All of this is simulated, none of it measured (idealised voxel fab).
This section sets out a process module, namely voxel wiring stack.
Shown is cross-section cut, with a width of 190 nm and square cells of size 5 nm.
Cross-section spec: square-cell grid; bands listed top down; each band is one or more rows. The band entry comprises the height of the band's top followed by the height of its bottom, expressed in nm, and subsequently the band's materials from left to right, each stated together with its width in nm. Where a single material is marked with the word "all across", that material fills the band from edge to edge. The word "blank" represents empty space. Heights are measured from 0, the level below which the as-received wafer is all one material; the lowest band has no bottom and continues downward, written as in "0 nm and below". A width given as "30->40" starts at the first number in the band's top row and ends at the second number in its bottom row, shifting by an equal amount at every step from row to row. Any step labelled "nothing different" changed none of the cells in the cross-section. Entry "Trapped cavities". Content: empty spaces with no open connection to the top, size 8 cells or greater. Each: width x height at distance. Distance: from left edge. Unit: nm. Formally, on a step line, whatever follows the settings is a remark that the simulator itself makes on the step. overlay nm: mask right of planned place by this much (step with mask). Neg. = left.

This section lists the process steps that were planned:
1,RECEIVE with material Si
2,CONFORMAL_DEP with material SiO2, thk nm 10
3,CONFORMAL_DEP with material SiCN, thk nm 5
4,DIRECTIONAL_DEP with material SiO2, thk nm 20
5,DIRECTIONAL_DEP with material aC, thk nm 10
6,PATTERN with tone open, mask id METAL_1, material resist, width nm 20, pitch nm 40, thk nm 30, overlay nm 0
7,DIRECTIONAL_ETCH with etch materials aC, depth nm 10
8,STRIP with etch materials resist
9,DIRECTIONAL_ETCH with etch materials SiO2, depth nm 20
10,DIRECTIONAL_ETCH with etch materials SiCN, depth nm 5
11,STRIP with etch materials aC
12,CONFORMAL_DEP with material TiN, thk nm 5
13,FILL_DEP with material Cu, thk nm 5
14,CMP with height nm 35
15,CONFORMAL_DEP with material SiCN, thk nm 5
16,DIRECTIONAL_DEP with material SiO2, thk nm 30
17,DIRECTIONAL_DEP with material aC, thk nm 10
18,PATTERN with tone open, mask id METAL_2, material resist, width nm 20, pitch nm 40, thk nm 30, overlay nm 0
19,DIRECTIONAL_ETCH with etch materials aC, depth nm 10
20,STRIP with etch materials resist
21,DIRECTIONAL_ETCH with etch materials SiO2, depth nm 15
22,STRIP with etch materials aC
23,PATTERN with tone open, mask id METAL_2_HOLES, material resist, width nm 15, pitch nm 80, thk nm 20, overlay nm 0
24,DIRECTIONAL_ETCH with etch materials SiO2, depth nm 15
25,DIRECTIONAL_ETCH with etch materials SiCN, depth nm 5
26,STRIP with etch materials resist
27,CONFORMAL_DEP with material TiN, thk nm 5
28,FILL_DEP with material Ru, thk nm 10
29,CMP with height nm 70
30,CONFORMAL_DEP with material SiN, thk nm 5

Wafer cross-section on receipt, i.e. after step 1:
- 0 nm and below | Si all across
- Trapped cavities: none

Final cross-section, module run with one mistake (start and plan as above):
- 75 nm to 70 nm | SiN all across
- 70 nm to 60 nm | Ru 35 nm | TiN 5 nm | SiO2 5 nm | TiN 5 nm | Ru 10 nm | TiN 5 nm | SiO2 20 nm | TiN 5 nm | Ru 25 nm | TiN 5 nm | SiO2 5 nm | TiN 5 nm | Ru 10 nm | TiN 5 nm | SiO2 20 nm | TiN 5 nm | Ru 20 nm
- 60 nm to 55 nm | TiN 40 nm | SiO2 5 nm | TiN 20 nm | SiO2 20 nm | TiN 35 nm | SiO2 5 nm | TiN 20 nm | SiO2 20 nm | TiN 25 nm
- 55 nm to 40 nm | SiO2 all across
- 40 nm to 35 nm | SiCN all across
- 35 nm to 15 nm | SiO2 25 nm | TiN 5 nm | Cu 10 nm | TiN 5 nm | SiO2 20 nm | TiN 5 nm | Cu 10 nm | TiN 5 nm | SiO2 20 nm | TiN 5 nm | Cu 10 nm | TiN 5 nm | SiO2 20 nm | TiN 5 nm | Cu 10 nm | TiN 5 nm | SiO2 25 nm
- 15 nm to 10 nm | SiCN 25 nm | TiN 20 nm | SiCN 20 nm | TiN 20 nm | SiCN 20 nm | TiN 20 nm | SiCN 20 nm | TiN 20 nm | SiCN 25 nm
- 10 nm to 0 nm | SiO2 all across
- 0 nm and below | Si all across
- Trapped cavities: none
It is concluded that the wafer was processed incorrectly with respect to the plan, in that it should be noted that step 18 was executed with settings other than those planned, the operation and settings actually applied being PATTERN with tone cover, mask id METAL_2, material resist, width nm 20, pitch nm 40, thk nm 30, overlay nm 0
